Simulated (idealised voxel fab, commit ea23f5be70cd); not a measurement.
Documented hereafter: the process module known as voxel quadruple lines.
This is section cut - it's 145 nm across, gridded in 5 nm square cells.
A cross-section is written here as square cells arranged in a grid, and it is given in bands from the top down, each band taking up one or more rows of cells.
What a band's entry tells you: where the top is and where the bottom is, as heights in nm, and after that what lies inside, material by material from left to right, each with its width in nm. Empty space is written as the word "air", and a single material marked with the word "full width" occupies the band from edge to edge.
Heights are reckoned from 0. Under this level, the received wafer is all of one material. The bottommost band is open-ended downward, for example "from 0 down".
A two-number width, for instance "30->40", indicates that the width is equal to the first number in the top row of the band and to the second number in the bottom row, and that it changes by a constant amount per row of cells.
"identical to before" after a step means that no cell of the cross-section changed.
"Cavities, closed": sealed empty spaces, 8 cells or more, no open way to top, listed width x height at distance, with distance from the left edge and width, height and distance in nm.
Where a step's line continues beyond its settings, the continuation is a remark by the simulator itself on that step.
The line of a step may include "overlay nm". On a step with a mask, this value is how far to the right of its planned place the mask lay. A negative value means the mask lay to the left.

## The process steps that were planned are listed below
1 RECEIVE with material Si
2 CONFORMAL_DEP with material SiO2, thk nm 10
3 DIRECTIONAL_DEP with material W, thk nm 10
4 DIRECTIONAL_DEP with material polySi, thk nm 20
5 DIRECTIONAL_DEP with material aC, thk nm 20
6 PATTERN with tone cover, mask id MANDREL, material resist, width nm 20, thk nm 25, overlay nm 0
7 DIRECTIONAL_ETCH with etch materials aC, depth nm 20
8 STRIP with etch materials resist
9 CONFORMAL_DEP with material SiO2, thk nm 10
10 DIRECTIONAL_ETCH with etch materials SiO2, depth nm 10
11 STRIP with etch materials aC
12 DIRECTIONAL_ETCH with etch materials polySi, depth nm 20
13 STRIP with etch materials SiO2
14 CONFORMAL_DEP with material SiCN, thk nm 5
15 DIRECTIONAL_ETCH with etch materials SiCN, depth nm 5
16 STRIP with etch materials polySi
17 DIRECTIONAL_ETCH with etch materials W, depth nm 10
18 STRIP with etch materials SiCN

## On the first of the two wafers: run conducted according to plan

## Delivered wafer in cross-section: state after step 1
	from 0 down | Si full width
	Cavities, closed: none

## How the wafer stands in section after step 2
	from 10 to 0 | SiO2 full width
	No changes below 0.

## How the wafer stands in section after step 3
	from 20 to 10 | W full width
	No changes below 10.

## How the wafer stands in section after step 4
	from 40 to 20 | polySi full width
	No changes below 20.

## How the wafer stands in section after step 5
	from 60 to 40 | aC full width
	No changes below 40.

## How the wafer stands in section after step 6
	from 85 to 60 | air=60, then resist=20, then air=65
	No changes below 60.

## How the wafer stands in section after step 7
	from 65 to 60 | air=60, then resist=20, then air=65
	from 60 to 40 | air=60, then aC=20, then air=65
	No changes below 40.

## How the wafer stands in section after step 8
	from 60 to 40 | air=60, then aC=20, then air=65
	No changes below 40.

## How the wafer stands in section after step 9
	from 70 to 60 | air=50, then SiO2=40, then air=55
	from 60 to 50 | air=50, then SiO2=10, then aC=20, then SiO2=10, then air=55
	from 50 to 40 | SiO2=60, then aC=20, then SiO2=65
	No changes below 40.

## How the wafer stands in section after step 10
	from 60 to 40 | air=50, then SiO2=10, then aC=20, then SiO2=10, then air=55
	No changes below 40.

## How the wafer stands in section after step 11
	from 60 to 40 | air=50, then SiO2=10, then air=20, then SiO2=10, then air=55
	No changes below 40.

## How the wafer stands in section after step 12
	from 60 to 40 | air=50, then SiO2=10, then air=20, then SiO2=10, then air=55
	from 40 to 20 | air=50, then polySi=10, then air=20, then polySi=10, then air=55
	No changes below 20.

## How the wafer stands in section after step 13
	from 40 to 20 | air=50, then polySi=10, then air=20, then polySi=10, then air=55
	No changes below 20.

## How the wafer stands in section after step 14
	from 45 to 40 | air=45, then SiCN=20, then air=10, then SiCN=20, then air=50
	from 40 to 25 | air=45, then SiCN=5, then polySi=10, then SiCN=5, then air=10, then SiCN=5, then polySi=10, then SiCN=5, then air=50
	from 25 to 20 | SiCN=50, then polySi=10, then SiCN=20, then polySi=10, then SiCN=55
	No changes below 20.

## How the wafer stands in section after step 15
	from 40 to 20 | air=45, then SiCN=5, then polySi=10, then SiCN=5, then air=10, then SiCN=5, then polySi=10, then SiCN=5, then air=50
	No changes below 20.

## How the wafer stands in section after step 16
	from 40 to 20 | air=45, then SiCN=5, then air=10, then SiCN=5, then air=10, then SiCN=5, then air=10, then SiCN=5, then air=50
	No changes below 20.

## How the wafer stands in section after step 17
	from 40 to 20 | air=45, then SiCN=5, then air=10, then SiCN=5, then air=10, then SiCN=5, then air=10, then SiCN=5, then air=50
	from 20 to 10 | air=45, then W=5, then air=10, then W=5, then air=10, then W=5, then air=10, then W=5, then air=50
	No changes below 10.

## How the wafer stands in section after step 18
	from 20 to 10 | air=45, then W=5, then air=10, then W=5, then air=10, then W=5, then air=10, then W=5, then air=50
	No changes below 10.

## Here the second wafer is described. Its start and its plan were those of the first wafer. Its run contained one mistake. Up to and including step 5, it did exactly what the first wafer did

## Second wafer, sectioned view, at step 6's planned end time
	from 85 to 60 | air=70, then resist=20, then air=55
	No changes below 60.

## Second wafer, sectioned view, at step 7's planned end time
	from 65 to 60 | air=70, then resist=20, then air=55
	from 60 to 40 | air=70, then aC=20, then air=55
	No changes below 40.

## Second wafer, sectioned view, at step 8's planned end time
	from 60 to 40 | air=70, then aC=20, then air=55
	No changes below 40.

## Second wafer, sectioned view, at step 9's planned end time
	from 70 to 60 | air=60, then SiO2=40, then air=45
	from 60 to 50 | air=60, then SiO2=10, then aC=20, then SiO2=10, then air=45
	from 50 to 40 | SiO2=70, then aC=20, then SiO2=55
	No changes below 40.

## Second wafer, sectioned view, at step 10's planned end time
	from 60 to 40 | air=60, then SiO2=10, then aC=20, then SiO2=10, then air=45
	No changes below 40.

## Second wafer, sectioned view, at step 11's planned end time
	from 60 to 40 | air=60, then SiO2=10, then air=20, then SiO2=10, then air=45
	No changes below 40.

## Second wafer, sectioned view, at step 12's planned end time
	from 60 to 40 | air=60, then SiO2=10, then air=20, then SiO2=10, then air=45
	from 40 to 20 | air=60, then polySi=10, then air=20, then polySi=10, then air=45
	No changes below 20.

## Second wafer, sectioned view, at step 13's planned end time
	from 40 to 20 | air=60, then polySi=10, then air=20, then polySi=10, then air=45
	No changes below 20.

## Second wafer, sectioned view, at step 14's planned end time
	from 45 to 40 | air=55, then SiCN=20, then air=10, then SiCN=20, then air=40
	from 40 to 25 | air=55, then SiCN=5, then polySi=10, then SiCN=5, then air=10, then SiCN=5, then polySi=10, then SiCN=5, then air=40
	from 25 to 20 | SiCN=60, then polySi=10, then SiCN=20, then polySi=10, then SiCN=45
	No changes below 20.

## Second wafer, sectioned view, at step 15's planned end time
	from 40 to 20 | air=55, then SiCN=5, then polySi=10, then SiCN=5, then air=10, then SiCN=5, then polySi=10, then SiCN=5, then air=40
	No changes below 20.

## Second wafer, sectioned view, at step 16's planned end time
	from 40 to 20 | air=55, then SiCN=5, then air=10, then SiCN=5, then air=10, then SiCN=5, then air=10, then SiCN=5, then air=40
	No changes below 20.

## Second wafer, sectioned view, at step 17's planned end time
	from 40 to 20 | air=55, then SiCN=5, then air=10, then SiCN=5, then air=10, then SiCN=5, then air=10, then SiCN=5, then air=40
	from 20 to 10 | air=55, then W=5, then air=10, then W=5, then air=10, then W=5, then air=10, then W=5, then air=40
	No changes below 10.

## Second wafer, sectioned view, at step 18's planned end time
	from 20 to 10 | air=55, then W=5, then air=10, then W=5, then air=10, then W=5, then air=10, then W=5, then air=40
	No changes below 10.
The plan and the run diverged here: the process deviated at step 6: the operation and settings actually run there were PATTERN with tone cover, mask id MANDREL, material resist, width nm 20, thk nm 25, overlay nm 10
Final state: per-material cell counts identical on both wafers; locations differ.
